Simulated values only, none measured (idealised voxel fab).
The document below concerns the process module designated voxel ribs on slabs.
Cross-sectional view cut (width: 215 nm; square cell size: 5 nm).
A cross-section is written here as square cells arranged in a grid, and it is given in bands from the top down, each band taking up one or more rows of cells. Basically the band line says how high the top is and how high the bottom is, in nm, and then what's in it from left to right, every material with its width in nm. Empty space shows up as "blank", and if a single material carries "throughout" it runs the full band edge to edge. Where do heights start? At 0: under that level the wafer as delivered is made of one material only. And the lowest band has no floor; it just carries on downward, as in "0 nm and below". Note: "30..40" means the width goes from the first number (top row of the band) to the second number (bottom row) in equal steps per row of cells. "no alterations made" (step): cross-section cells unchanged, all of them. Entry "Closed void listing". Content: empty spaces with no open connection to the top, size 8 cells or greater. Each: width x height at distance. Distance: from left edge. Unit: nm. It should be noted that, on the line of a given step, the content following the step's settings is a remark produced by the simulator itself with respect to that step. "overlay nm" denotes, for a step that has a mask, the displacement of the mask to the right of its planned place, with negative values corresponding to the left.
So here's the lineup of process steps we planned:
1) RECEIVE with material Si
2) DIRECTIONAL_DEP with material SiO2, thk nm 25
3) DIRECTIONAL_DEP with material SiN, thk nm 25
4) MASKED_ETCH with tone cover, mask id RIB, width nm 30, etch materials SiN, depth nm 15, overlay nm 0
5) DIRECTIONAL_DEP with material aC, thk nm 15
6) PATTERN with tone cover, mask id SLAB, material resist, width nm 60, thk nm 35, overlay nm 0
7) DIRECTIONAL_ETCH with etch materials aC, depth nm 15
8) STRIP with etch materials resist
9) DIRECTIONAL_ETCH with etch materials SiN, depth nm 10
10) STRIP with etch materials aC
11) FILL_DEP with material SiO2, thk nm 25
12) CMP with height nm 70
13) DIRECTIONAL_DEP with material W, thk nm 10
14) PATTERN with tone cover, mask id HEATER, material resist, width nm 40, thk nm 20, overlay nm 0
15) DIRECTIONAL_ETCH with etch materials W, depth nm 10
16) STRIP with etch materials resist
17) CONFORMAL_DEP with material SiO2, thk nm 5
Step 1 complete: cross-section of the wafer as received:
0 nm and below = Si throughout
Closed void listing: none
Cross-section, end of module. Start: as above. Plan: as above. Execution: one mistake:
95 nm to 85 nm = 70 of blank; 70 of SiO2; 75 of blank
85 nm to 80 nm = SiO2 throughout
80 nm to 70 nm = 85 of SiO2; 40 of W; 90 of SiO2
70 nm to 50 nm = SiO2 throughout
50 nm to 35 nm = 90 of SiO2; 30 of SiN; 95 of SiO2
35 nm to 25 nm = 75 of SiO2; 60 of SiN; 80 of SiO2
25 nm to 0 nm = SiO2 throughout
0 nm and below = Si throughout
Closed void listing: none
Here's what went sideways: heads up, step 17 didn't go per plan, it actually ran as CONFORMAL_DEP with material SiO2, thk nm 15
